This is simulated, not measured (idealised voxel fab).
Documented hereafter: the process module known as voxel air gaps.
Square cells of 5 nm make up the cross-section cut, whose width is 185 nm.
How to read a cross-section here: the picture is a grid of square cells, written as bands going from the top down, and any band can span one or more rows of cells.
Basically the band line says how high the top is and how high the bottom is, in nm, and then what's in it from left to right, every material with its width in nm. Empty space shows up as "blank", and if a single material carries "all across" it runs the full band edge to edge.
Heights are measured from 0, the level below which the as-received wafer is all one material; the lowest band has no bottom and continues downward, written as in "from 0 down".
Think of "30..40" as a width that walks from the first number to the second as you go down the band, top row to bottom row, taking equal-sized steps from row to row.
For the purposes of this document, the phrase "nothing different" attached to a step denotes that no cell within the cross-section was modified by that step.
Under "Entrapped void list" you'll find the enclosed gaps, the ones with no way out to the top, that are 8 cells or bigger; each reads width x height at distance, with distance counted from the left edge, everything in nm.
after a step's settings: what the simulator itself notes on the step
A step line may carry the setting "overlay nm", which, for steps involving a mask, states the distance by which the mask lay to the right of its intended position; negative values denote displacement to the left.
### The steps planned for the process are as follows
- 1: RECEIVE, material Si
- 2: CONFORMAL_DEP, material SiO2, thk nm 10
- 3: CONFORMAL_DEP, material SiN, thk nm 5
- 4: DIRECTIONAL_DEP, material lowk, thk nm 40
- 5: PATTERN, tone open, mask id LINES, material resist, width nm 15, pitch nm 40, thk nm 15, overlay nm 0
- 6: DIRECTIONAL_ETCH, etch materials lowk, depth nm 40
- 7: STRIP, etch materials resist
- 8: CONFORMAL_DEP, material TiN, thk nm 5
- 9: FILL_DEP, material Ru, thk nm 10
- 10: CMP, height nm 55
- 11: EPI, material Ru, thk nm 10
- 12: SELECTIVE_ETCH, etch materials lowk, depth nm 50
- 13: CONFORMAL_DEP, material SiCN, thk nm 5
### So this is the incoming wafer in cross-section - it's already been through step 1
> from 0 down: Si all across
> Entrapped void list: none
### The module was run from the start shown above using the plan shown above, but one mistake was made doing it; the resulting wafer cross-section is below
> from 60 to 55: SiCN all across
> from 55 to 50: SiN all across
> from 50 to 10: lowk all across
> from 10 to 0: SiO2 all across
> from 0 down: Si all across
> Entrapped void list: none
Deviation from plan: steps 3 and 4 of the plan were each performed in the slot designated for the other
